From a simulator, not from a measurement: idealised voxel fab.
process module | voxel self aligned contacts
cross-section cut | 290 nm wide | cells 5 nm
A cross-section is a grid of square cells, given in bands from the top down. A band is one or more rows of cells.
Each band's line starts with the height of the band's top and of its bottom, in nm. Then come its materials from left to right, each with its width in nm. One material with "throughout" fills the band from edge to edge. "air" is empty space.
Height 0 is the level under which the wafer as received is all one material. The lowest band goes on downwards, as in "0 down".
A width such as "30 to 40" changes by the same amount from each row of cells to the next, from the band's top row to its bottom row.
"no change" after a step means that no cell of the cross-section changed.
closed voids: empty space of 8 cells or more with no open way to the top, each as width x height at its distance from the left edge, in nm
after a step's settings: what the simulator itself notes on the step
overlay nm, on a step with a mask: how far to the right of its planned place the mask lay; to the left if negative
plan
1 op RECEIVE | material Si
2 op OXIDIZE | depth nm 5
3 op DIRECTIONAL_DEP | material polySi | thk nm 10
4 op DIRECTIONAL_DEP | material SiN | thk nm 20
5 op DIRECTIONAL_DEP | material aC | thk nm 15
6 op PATTERN | tone cover | mask id GATE | material resist | width nm 30 | pitch nm 70 | thk nm 30 | overlay nm 0
7 op DIRECTIONAL_ETCH | etch materials aC | depth nm 15
8 op STRIP | etch materials resist
9 op DIRECTIONAL_ETCH | etch materials SiN | depth nm 20
10 op DIRECTIONAL_ETCH | etch materials polySi | depth nm 20
11 op STRIP | etch materials aC
12 op CONFORMAL_DEP | material SiN | thk nm 10
13 op DIRECTIONAL_ETCH | etch materials SiN | depth nm 10
14 op FILL_DEP | material SiO2 | thk nm 20
15 op CMP | height nm 50
16 op DIRECTIONAL_DEP | material aC | thk nm 15
17 op PATTERN | tone open | mask id CONTACT | material resist | width nm 50 | thk nm 30 | overlay nm 0
18 op DIRECTIONAL_ETCH | etch materials aC | depth nm 15
19 op STRIP | etch materials resist
20 op DIRECTIONAL_ETCH | etch materials SiO2 | depth nm 55
21 op STRIP | etch materials aC
22 op CONFORMAL_DEP | material TiN | thk nm 5
23 op FILL_DEP | material Ru | thk nm 10
24 op CMP | height nm 50
25 op CONFORMAL_DEP | material SiN | thk nm 5
varied across the wafers: thk nm of step 3. The plan shows the first wafer's value. All wafers start alike
first wafer as received, after step 1
  0 down: Si throughout
  closed voids: none
each wafer at the end: cells of each material gained (+) or lost (-) since it was received, then its closed voids
thk nm 10 | +38 Ru | -58 Si | +154 SiN | +450 SiO2 | +30 TiN | +24 polySi | closed voids: none
thk nm 15 | +32 Ru | -58 Si | +162 SiN | +436 SiO2 | +30 TiN | +36 polySi | closed voids: none
thk nm 20 | +26 Ru | -58 Si | +170 SiN | +422 SiO2 | +30 TiN | +48 polySi | closed voids: none
thk nm 25 | +16 Ru | -58 Si | +170 SiN | +378 SiO2 | +26 TiN | +106 polySi | closed voids: none
thk nm 30 | +14 Ru | -58 Si | +170 SiN | +330 SiO2 | +18 TiN | +164 polySi | closed voids: none
thk nm 35 | +12 Ru | -58 Si | +150 SiN | +296 SiO2 | +16 TiN | +222 polySi | closed voids: none
